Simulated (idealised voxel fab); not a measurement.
Process module under the name voxel capacitor over wiring
The cross-section on display is named cut; it measures 225 nm wide, and its cells are 5 nm squares.
This document writes a cross-section as a grid whose cells are square, and gives it as bands, listed from the top down; one or more rows of cells form a band. The band entry comprises the height of the band's top followed by the height of its bottom, expressed in nm, and subsequently the band's materials from left to right, each stated together with its width in nm. Where a single material is marked with the word "everywhere", that material fills the band from edge to edge. The word "blank" represents empty space. Zero point of the height axis is 0; under it, received wafer = one material. Lowest band: continues down indefinitely, "z 0 and below". You'd read "30..40" like this: the band's top row of cells is as wide as the first number, its bottom row is as wide as the second, and going down, every row changes width by the same amount as the row before did. "stayed the same" for a step: no cell of the cross-section changed in that step. Each empty space that has no open way to the top and spans at least 8 cells appears under "Fully sealed cavities" as width x height at distance, the distance counted from the left edge, all in nm. Formally, on a step line, whatever follows the settings is a remark that the simulator itself makes on the step. The setting "overlay nm" may be written on the line of a step. When the step uses a mask, the value reports how far to the right of the planned place the mask lay, and a negative value reports that it lay to the left.
-- Process steps foreseen in the plan
1: RECEIVE (material Si)
2: CONFORMAL_DEP (material SiO2; thk nm 10)
3: CONFORMAL_DEP (material SiN; thk nm 5)
4: DIRECTIONAL_DEP (material lowk; thk nm 25)
5: DIRECTIONAL_DEP (material aC; thk nm 15)
6: PATTERN (tone open; mask id METAL_1; material resist; width nm 25; pitch nm 80; thk nm 30; overlay nm 0)
7: DIRECTIONAL_ETCH (etch materials aC; depth nm 15)
8: STRIP (etch materials resist)
9: DIRECTIONAL_ETCH (etch materials lowk; depth nm 25)
10: DIRECTIONAL_ETCH (etch materials SiN; depth nm 5)
11: STRIP (etch materials aC)
12: CONFORMAL_DEP (material TiN; thk nm 5)
13: FILL_DEP (material Ru; thk nm 5)
14: CMP (height nm 40)
15: EPI (material Ru; thk nm 5)
16: FILL_DEP (material SiCN; thk nm 5)
17: DIRECTIONAL_DEP (material lowk; thk nm 20)
18: DIRECTIONAL_DEP (material aC; thk nm 10)
19: PATTERN (tone open; mask id PLUG_1; material resist; width nm 15; thk nm 25; overlay nm 0)
20: DIRECTIONAL_ETCH (etch materials aC; depth nm 10)
21: STRIP (etch materials resist)
22: DIRECTIONAL_ETCH (etch materials lowk; depth nm 20)
23: DIRECTIONAL_ETCH (etch materials SiCN; depth nm 5)
24: STRIP (etch materials aC)
25: EPI (material Ru; thk nm 10)
26: EPI (material Ru; thk nm 10)
27: EPI (material Ru; thk nm 5)
28: DIRECTIONAL_DEP (material TiN; thk nm 10)
29: DIRECTIONAL_DEP (material HfO2; thk nm 5)
30: DIRECTIONAL_DEP (material TiN; thk nm 10)
31: MASKED_ETCH (tone cover; mask id UPPER_PLATE; width nm 60; etch materials TiN; depth nm 10; overlay nm 0)
32: MASKED_ETCH (tone cover; mask id UPPER_PLATE; width nm 60; etch materials HfO2; depth nm 5; overlay nm -15)
33: MASKED_ETCH (tone cover; mask id LOWER_PLATE; width nm 70; etch materials TiN; depth nm 10; overlay nm 0)
34: FILL_DEP (material SiO2; thk nm 15)
35: CMP (height nm 105)
36: MASKED_ETCH (tone open; mask id PLUG_2; width nm 15; etch materials SiO2; depth nm 10; overlay nm 0)
37: CONFORMAL_DEP (material TiN; thk nm 5)
38: FILL_DEP (material W; thk nm 10)
39: CMP (height nm 105)
40: CONFORMAL_DEP (material SiCN; thk nm 5)
What sets these wafers apart? The overlay nm at step 32. They all start alike, and the plan carries the first wafer's value.
-- Cross-section of the first incoming wafer of several, state after step 1
* z 0 and below = Si everywhere
* Fully sealed cavities: none
-- Basically each wafer gets a line in the table, showing it at the end of the module: material by material, the cells it gained (+) or lost (-) since we got it, then its closed voids
overlay nm -15; +15 HfO2; +59 Ru; +118 SiCN; +35 SiN; +328 SiO2; +91 TiN; +1 W; +343 lowk; Fully sealed cavities: none
overlay nm -10; +14 HfO2; +59 Ru; +118 SiCN; +35 SiN; +331 SiO2; +89 TiN; +1 W; +343 lowk; Fully sealed cavities: none
overlay nm -5; +13 HfO2; +59 Ru; +118 SiCN; +35 SiN; +334 SiO2; +87 TiN; +1 W; +343 lowk; Fully sealed cavities: none
overlay nm 0; +12 HfO2; +59 Ru; +118 SiCN; +35 SiN; +335 SiO2; +87 TiN; +1 W; +343 lowk; Fully sealed cavities: none
overlay nm 5; +13 HfO2; +59 Ru; +118 SiCN; +35 SiN; +334 SiO2; +87 TiN; +1 W; +343 lowk; Fully sealed cavities: none
overlay nm 10; +14 HfO2; +59 Ru; +118 SiCN; +35 SiN; +331 SiO2; +89 TiN; +1 W; +343 lowk; Fully sealed cavities: none
overlay nm 15; +15 HfO2; +59 Ru; +118 SiCN; +35 SiN; +328 SiO2; +91 TiN; +1 W; +343 lowk; Fully sealed cavities: none
